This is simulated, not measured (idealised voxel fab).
Presented below is a process module, voxel gate over fins.
255 nm wide, 5 nm square cells: that's cross-section cut.
A cross-section in this document is a grid of square cells, and it is written down as bands, the top band listed before the ones below it; a band is made up of one or more rows of cells.
Per band: top height and bottom height in nm, followed by the left-to-right materials and their widths in nm; "full width" marks a single material spanning edge to edge, "empty" marks empty space.
A quick word on heights: they are counted from 0, and under that level the wafer as it came to us is one material throughout. The lowest band is different from the rest in having no bottom; it simply continues downward, written as in "0 -> down".
It should be noted that a width expressed as "30->40" varies in equal increments from row to row of cells within the band, taking the value of the first number at the top row and that of the second number at the bottom row.
For the purposes of this document, the phrase "remained unchanged" attached to a step denotes that no cell within the cross-section was modified by that step.
"Sealed void listing" contains a list of empty spaces, each no smaller than 8 cells and without an open way to the top, written in the form width x height at distance with the distance from the left edge and all three in nm.
Past the settings on a step's line: simulator remark, on that step.
Regarding "overlay nm": on a step with a mask, it is the distance the mask lay to the right of its planned place; a negative value places it to the left.

**This section lists the process steps that were planned**
1: RECEIVE, material Si
2: CONFORMAL_DEP, material SiN, thk nm 5
3: PATTERN, tone cover, mask id FINS, material resist, width nm 15, pitch nm 35, thk nm 20, overlay nm 0
4: DIRECTIONAL_ETCH, etch materials SiN, depth nm 5
5: DIRECTIONAL_ETCH, etch materials Si, depth nm 40
6: STRIP, etch materials resist
7: OXIDIZE, depth nm 5
8: FILL_DEP, material SiO2, thk nm 10
9: CMP, height nm 5
10: SELECTIVE_ETCH, etch materials SiO2, depth nm 15
11: STRIP, etch materials SiN
12: CONFORMAL_DEP, material HfO2, thk nm 5
13: CONFORMAL_DEP, material TiN, thk nm 5
14: CONFORMAL_DEP, material TiAl, thk nm 5
15: CONFORMAL_DEP, material TiN, thk nm 5
16: FILL_DEP, material W, thk nm 15
17: CMP, height nm 30
18: CONFORMAL_DEP, material SiCN, thk nm 10

**Shown in cross-section is the wafer as received, that is, as it stands after step 1**
0 -> down: Si full width
Sealed void listing: none

**The plan above was carried out on the starting structure above with one mistake, and this cross-section shows the wafer at the end of the module**
40 -> 30: SiCN full width
30 -> 20: W full width
20 -> 15: 50 of W / 150 of TiN / 55 of W
15 -> 10: 50 of W / 5 of TiN / 140 of TiAl / 5 of TiN / 55 of W
10 -> 5: 55 of TiN / 140 of TiAl / 60 of TiN
5 -> 0: 65 of TiAl / 15 of HfO2 / 20 of TiAl / 15 of HfO2 / 20 of TiAl / 15 of HfO2 / 20 of TiAl / 15 of HfO2 / 70 of TiAl
0 -> -5: 65 of TiAl / 5 of HfO2 / 5 of Si / 5 of HfO2 / 20 of TiAl / 5 of HfO2 / 5 of Si / 5 of HfO2 / 20 of TiAl / 5 of HfO2 / 5 of Si / 5 of HfO2 / 20 of TiAl / 5 of HfO2 / 5 of Si / 5 of HfO2 / 70 of TiAl
-5 -> -10: 70 of HfO2 / 5 of Si / 30 of HfO2 / 5 of Si / 30 of HfO2 / 5 of Si / 30 of HfO2 / 5 of Si / 75 of HfO2
-10 -> -45: 70 of SiO2 / 5 of Si / 30 of SiO2 / 5 of Si / 30 of SiO2 / 5 of Si / 30 of SiO2 / 5 of Si / 75 of SiO2
-45 -> down: Si full width
Sealed void listing: none
Want to know what went wrong? step 13 ran with different settings than intended, the actual operation and settings being CONFORMAL_DEP, material TiAl, thk nm 5
